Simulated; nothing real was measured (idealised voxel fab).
Process module under the name voxel wiring stack
Shown is cross-section cut, with a width of 180 nm and square cells of size 5 nm.
Notation: cross-section as square-cell grid; stated in bands, top first, going down; one or more cell rows per band.
What a band's entry tells you: where the top is and where the bottom is, as heights in nm, and after that what lies inside, material by material from left to right, each with its width in nm. Empty space is written as the word "empty", and a single material marked with the word "throughout" occupies the band from edge to edge.
The level at which height equals 0 is the one under which the wafer, as it arrives, is entirely one material. No lower edge exists for the bottom band, which continues downward and is notated as in "0 down".
Graded width ("30 to 40"): value in top row of band = first number; value in bottom row = second number; row-to-row change constant.
Where the words "everything unchanged" appear for a step, the cross-section shows no cell changed by that step; every cell remained as before.
Closed-off voids of 8+ cells (no open route to the top) go in "Closed empty spaces", written width x height at distance from the left edge, in nm.
What comes after the settings on a step's line is commentary from the simulator itself on that step.
Steps that use a mask can have "overlay nm" on their line. It says how far the mask sat to the right of where it was meant to be. Negative means to the left.

The following list gives the planned process steps:
1. RECEIVE,material Si
2. CONFORMAL_DEP,material SiO2,thk nm 15
3. DIRECTIONAL_DEP,material TiN,thk nm 5
4. DIRECTIONAL_DEP,material W,thk nm 20
5. DIRECTIONAL_DEP,material aC,thk nm 15
6. PATTERN,tone cover,mask id METAL_1,material resist,width nm 30,pitch nm 50,thk nm 30,overlay nm 0
7. DIRECTIONAL_ETCH,etch materials aC,depth nm 15
8. STRIP,etch materials resist
9. DIRECTIONAL_ETCH,etch materials W,depth nm 20
10. DIRECTIONAL_ETCH,etch materials TiN,depth nm 5
11. STRIP,etch materials aC
12. CONFORMAL_DEP,material SiCN,thk nm 5
13. FILL_DEP,material lowk,thk nm 10
14. CMP,height nm 40
15. CONFORMAL_DEP,material SiCN,thk nm 5
16. DIRECTIONAL_DEP,material lowk,thk nm 30
17. DIRECTIONAL_DEP,material aC,thk nm 15
18. PATTERN,tone open,mask id METAL_2_HOLES,material resist,width nm 15,pitch nm 50,thk nm 35,overlay nm 0
19. DIRECTIONAL_ETCH,etch materials aC,depth nm 15
20. STRIP,etch materials resist
21. DIRECTIONAL_ETCH,etch materials lowk,depth nm 30
22. STRIP,etch materials aC
23. MASKED_ETCH,tone open,mask id METAL_2,width nm 30,pitch nm 50,etch materials lowk,depth nm 15,overlay nm 0
24. MASKED_ETCH,tone open,mask id METAL_2,width nm 30,pitch nm 50,etch materials SiCN,depth nm 5,overlay nm 0
25. CONFORMAL_DEP,material TiN,thk nm 5
26. FILL_DEP,material Cu,thk nm 5
27. CMP,height nm 75
28. CONFORMAL_DEP,material SiCN,thk nm 5
29. DIRECTIONAL_DEP,material SiO2,thk nm 20
30. DIRECTIONAL_DEP,material aC,thk nm 15
31. PATTERN,tone open,mask id PLUG_2,material resist,width nm 15,pitch nm 100,thk nm 30,overlay nm 0
32. DIRECTIONAL_ETCH,etch materials aC,depth nm 15
33. STRIP,etch materials resist
34. DIRECTIONAL_ETCH,etch materials SiO2,depth nm 20
35. DIRECTIONAL_ETCH,etch materials SiCN,depth nm 5
36. STRIP,etch materials aC
37. CONFORMAL_DEP,material TiN,thk nm 5
38. FILL_DEP,material W,thk nm 10
39. CMP,height nm 100
40. CONFORMAL_DEP,material SiN,thk nm 5
41. DIRECTIONAL_DEP,material SiO2,thk nm 25
42. DIRECTIONAL_DEP,material aC,thk nm 10
43. PATTERN,tone open,mask id METAL_3,material resist,width nm 30,pitch nm 50,thk nm 25,overlay nm 0
44. DIRECTIONAL_ETCH,etch materials aC,depth nm 10
45. STRIP,etch materials resist
46. DIRECTIONAL_ETCH,etch materials SiO2,depth nm 25
47. DIRECTIONAL_ETCH,etch materials SiN,depth nm 5
48. STRIP,etch materials aC
49. CONFORMAL_DEP,material TiN,thk nm 5
50. FILL_DEP,material Cu,thk nm 5
51. CMP,height nm 130
52. EPI,material Ru,thk nm 5
53. FILL_DEP,material SiCN,thk nm 5
54. DIRECTIONAL_DEP,material SiO2,thk nm 15
55. MASKED_ETCH,tone open,mask id PLUG_3,width nm 15,pitch nm 50,etch materials SiO2,depth nm 15,overlay nm 0
56. MASKED_ETCH,tone open,mask id PLUG_3,width nm 15,pitch nm 50,etch materials SiCN,depth nm 5,overlay nm 0
57. CONFORMAL_DEP,material TiN,thk nm 5
58. FILL_DEP,material Cu,thk nm 10
59. CMP,height nm 155
60. CONFORMAL_DEP,material SiN,thk nm 5
61. DIRECTIONAL_DEP,material lowk,thk nm 20
62. PATTERN,tone open,mask id METAL_4,material resist,width nm 30,pitch nm 50,thk nm 15,overlay nm 0
63. DIRECTIONAL_ETCH,etch materials lowk,depth nm 20
64. DIRECTIONAL_ETCH,etch materials SiN,depth nm 5
65. STRIP,etch materials resist
66. CONFORMAL_DEP,material TiN,thk nm 5
67. FILL_DEP,material W,thk nm 10
68. CMP,height nm 180
69. CONFORMAL_DEP,material SiCN,thk nm 5

Wafer at receipt (post step 1), cross-section:
> 0 down: Si throughout
> Closed empty spaces: none

Looking at the first of two wafers in cross-section at end of module - ran to plan:
> 185 to 180: SiCN throughout
> 180 to 160: 25 lowk; 5 TiN; 20 W; 5 TiN; 20 lowk; 5 TiN; 20 W; 5 TiN; 20 lowk; 5 TiN; 20 W; 5 TiN; 25 lowk
> 160 to 155: 25 SiN; 30 TiN; 20 SiN; 30 TiN; 20 SiN; 30 TiN; 25 SiN
> 155 to 140: 25 SiO2; 5 TiN; 5 Cu; 5 TiN; 35 SiO2; 5 TiN; 5 Cu; 5 TiN; 35 SiO2; 5 TiN; 5 Cu; 5 TiN; 40 SiO2
> 140 to 135: 25 SiCN; 15 TiN; 35 SiCN; 15 TiN; 35 SiCN; 15 TiN; 40 SiCN
> 135 to 130: 20 SiCN; 40 Ru; 10 SiCN; 40 Ru; 10 SiCN; 40 Ru; 20 SiCN
> 130 to 105: 25 SiO2; 5 TiN; 20 Cu; 5 TiN; 20 SiO2; 5 TiN; 20 Cu; 5 TiN; 20 SiO2; 5 TiN; 20 Cu; 5 TiN; 25 SiO2
> 105 to 100: 25 SiN; 30 TiN; 20 SiN; 30 TiN; 20 SiN; 30 TiN; 25 SiN
> 100 to 80: 25 SiO2; 5 TiN; 5 W; 5 TiN; 85 SiO2; 5 TiN; 5 W; 5 TiN; 40 SiO2
> 80 to 75: 25 SiCN; 15 TiN; 85 SiCN; 15 TiN; 40 SiCN
> 75 to 65: 25 lowk; 5 TiN; 20 Cu; 5 TiN; 20 lowk; 5 TiN; 20 Cu; 5 TiN; 20 lowk; 5 TiN; 20 Cu; 5 TiN; 25 lowk
> 65 to 60: 25 lowk; 5 TiN; 5 Cu; 20 TiN; 20 lowk; 5 TiN; 5 Cu; 20 TiN; 20 lowk; 5 TiN; 5 Cu; 20 TiN; 25 lowk
> 60 to 45: 25 lowk; 5 TiN; 5 Cu; 5 TiN; 35 lowk; 5 TiN; 5 Cu; 5 TiN; 35 lowk; 5 TiN; 5 Cu; 5 TiN; 40 lowk
> 45 to 40: 25 SiCN; 15 TiN; 35 SiCN; 15 TiN; 35 SiCN; 15 TiN; 40 SiCN
> 40 to 20: 20 lowk; 5 SiCN; 30 W; 5 SiCN; 10 lowk; 5 SiCN; 30 W; 5 SiCN; 10 lowk; 5 SiCN; 30 W; 5 SiCN; 20 lowk
> 20 to 15: 25 SiCN; 30 TiN; 20 SiCN; 30 TiN; 20 SiCN; 30 TiN; 25 SiCN
> 15 to 0: SiO2 throughout
> 0 down: Si throughout
> Closed empty spaces: none

Cross-section at end of module for the second wafer of two, which matched the first in starting point and plan and differed by one mistake in its processing:
> 185 to 180: SiCN throughout
> 180 to 160: 25 lowk; 5 TiN; 20 W; 5 TiN; 20 lowk; 5 TiN; 20 W; 5 TiN; 20 lowk; 5 TiN; 20 W; 5 TiN; 25 lowk
> 160 to 155: 25 SiN; 30 TiN; 20 SiN; 30 TiN; 20 SiN; 30 TiN; 25 SiN
> 155 to 150: Cu throughout
> 150 to 145: 30 TiN; 5 Cu; 45 TiN; 5 Cu; 45 TiN; 5 Cu; 45 TiN
> 145 to 140: 25 SiO2; 5 TiN; 5 Cu; 5 TiN; 35 SiO2; 5 TiN; 5 Cu; 5 TiN; 35 SiO2; 5 TiN; 5 Cu; 5 TiN; 40 SiO2
> 140 to 135: 25 SiCN; 15 TiN; 35 SiCN; 15 TiN; 35 SiCN; 15 TiN; 40 SiCN
> 135 to 130: 20 SiCN; 40 Ru; 10 SiCN; 40 Ru; 10 SiCN; 40 Ru; 20 SiCN
> 130 to 105: 25 SiO2; 5 TiN; 20 Cu; 5 TiN; 20 SiO2; 5 TiN; 20 Cu; 5 TiN; 20 SiO2; 5 TiN; 20 Cu; 5 TiN; 25 SiO2
> 105 to 100: 25 SiN; 30 TiN; 20 SiN; 30 TiN; 20 SiN; 30 TiN; 25 SiN
> 100 to 80: 25 SiO2; 5 TiN; 5 W; 5 TiN; 85 SiO2; 5 TiN; 5 W; 5 TiN; 40 SiO2
> 80 to 75: 25 SiCN; 15 TiN; 85 SiCN; 15 TiN; 40 SiCN
> 75 to 65: 25 lowk; 5 TiN; 20 Cu; 5 TiN; 20 lowk; 5 TiN; 20 Cu; 5 TiN; 20 lowk; 5 TiN; 20 Cu; 5 TiN; 25 lowk
> 65 to 60: 25 lowk; 5 TiN; 5 Cu; 20 TiN; 20 lowk; 5 TiN; 5 Cu; 20 TiN; 20 lowk; 5 TiN; 5 Cu; 20 TiN; 25 lowk
> 60 to 45: 25 lowk; 5 TiN; 5 Cu; 5 TiN; 35 lowk; 5 TiN; 5 Cu; 5 TiN; 35 lowk; 5 TiN; 5 Cu; 5 TiN; 40 lowk
> 45 to 40: 25 SiCN; 15 TiN; 35 SiCN; 15 TiN; 35 SiCN; 15 TiN; 40 SiCN
> 40 to 20: 20 lowk; 5 SiCN; 30 W; 5 SiCN; 10 lowk; 5 SiCN; 30 W; 5 SiCN; 10 lowk; 5 SiCN; 30 W; 5 SiCN; 20 lowk
> 20 to 15: 25 SiCN; 30 TiN; 20 SiCN; 30 TiN; 20 SiCN; 30 TiN; 25 SiCN
> 15 to 0: SiO2 throughout
> 0 down: Si throughout
> Closed empty spaces: none
What went wrong in running the wafer? step 54 did not happen as planned, as run it was DIRECTIONAL_DEP,material SiO2,thk nm 5
Final difference in cells, second wafer against first, listed per material as more or fewer: Cu: 33 more | SiO2: 54 fewer | TiN: 21 more
